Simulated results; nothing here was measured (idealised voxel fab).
process module | voxel self aligned vias
Square cell edge 5 nm, section width 275 nm, ID cut.
Cross-section = grid of square cells, listed top down in bands; band = one or more rows.
Heights first: top, then bottom, in nm. Then materials, left to right, each with a width in nm. "throughout" on a single material: fills the band edge to edge. "air": empty space.
It should be noted that heights are counted from 0, beneath which the wafer as supplied is of one material throughout, and that the lowest band possesses no lower boundary but continues downward, as written in "0 and below".
Graded width ("30 to 40"): value in top row of band = first number; value in bottom row = second number; row-to-row change constant.
Reading "stayed the same" for a step: not a cell of the cross-section changed in it.
"Sealed voids": empty spaces of 8 cells or more with no open way to the top, each given as width x height at distance, distance from the left edge, all in nm.
On each step's line, the part that comes after the settings is the simulator's own comment on the step.
When a step includes a mask, the "overlay nm" setting on its line states how far to the right of its planned place that mask lay, and negative values state how far to the left.
PROCESS STEPS (PLANNED)
- 1: RECEIVE [material Si]
- 2: CONFORMAL_DEP [material SiO2] [thk nm 15]
- 3: CONFORMAL_DEP [material SiCN] [thk nm 5]
- 4: DIRECTIONAL_DEP [material SiO2] [thk nm 20]
- 5: MASKED_ETCH [tone open] [mask id LINES] [width nm 30] [pitch nm 55] [etch materials SiO2] [depth nm 20] [overlay nm 0]
- 6: CONFORMAL_DEP [material TiN] [thk nm 5]
- 7: FILL_DEP [material Ru] [thk nm 10]
- 8: CMP [height nm 40]
- 9: SELECTIVE_ETCH [etch materials W Ru TiN] [depth nm 10]
- 10: FILL_DEP [material SiN] [thk nm 10]
- 11: CMP [height nm 40]
- 12: DIRECTIONAL_DEP [material SiO2] [thk nm 20]
- 13: PATTERN [tone open] [mask id VIAS] [material resist] [width nm 40] [pitch nm 110] [thk nm 20] [overlay nm 0]
- 14: DIRECTIONAL_ETCH [etch materials SiO2] [depth nm 20]
- 15: DIRECTIONAL_ETCH [etch materials SiN] [depth nm 10]
- 16: STRIP [etch materials resist]
- 17: CONFORMAL_DEP [material TiN] [thk nm 5]
- 18: FILL_DEP [material W] [thk nm 5]
- 19: CMP [height nm 60]
- 20: CONFORMAL_DEP [material SiCN] [thk nm 5]
AS-RECEIVED STATE OF THE WAFER IN CROSS-SECTION, EQUIVALENT TO POST-STEP 1
- 0 and below: Si throughout
- Sealed voids: none
STARTING STRUCTURE AND PROCESS PLAN ARE AS SHOWN ABOVE, BUT ONE MISTAKE WAS MADE IN RUNNING THE MODULE; THE WAFER CROSS-SECTION AT THE END OF THE MODULE FOLLOWS
- 65 down to 60: SiCN throughout
- 60 down to 45: SiO2=60 | TiN=5 | W=30 | TiN=5 | SiO2=70 | TiN=5 | W=30 | TiN=5 | SiO2=65
- 45 down to 40: SiO2=60 | TiN=10 | W=20 | TiN=10 | SiO2=70 | TiN=10 | W=20 | TiN=10 | SiO2=65
- 40 down to 35: SiO2=65 | TiN=5 | W=20 | TiN=5 | SiO2=25 | SiN=30 | SiO2=25 | TiN=5 | W=20 | TiN=5 | SiO2=70
- 35 down to 30: SiO2=65 | TiN=30 | SiO2=25 | SiN=30 | SiO2=25 | TiN=30 | SiO2=70
- 30 down to 25: SiO2=65 | TiN=5 | Ru=20 | TiN=5 | SiO2=25 | TiN=5 | Ru=20 | TiN=5 | SiO2=25 | TiN=5 | Ru=20 | TiN=5 | SiO2=70
- 25 down to 20: SiO2=65 | TiN=30 | SiO2=25 | TiN=30 | SiO2=25 | TiN=30 | SiO2=70
- 20 down to 15: SiCN throughout
- 15 down to 0: Ru throughout
- 0 and below: Si throughout
- Sealed voids: none
Which mistake was made when the wafer was run? it should be noted that step 2 was executed with settings other than those planned, the operation and settings actually applied being CONFORMAL_DEP [material Ru] [thk nm 15]
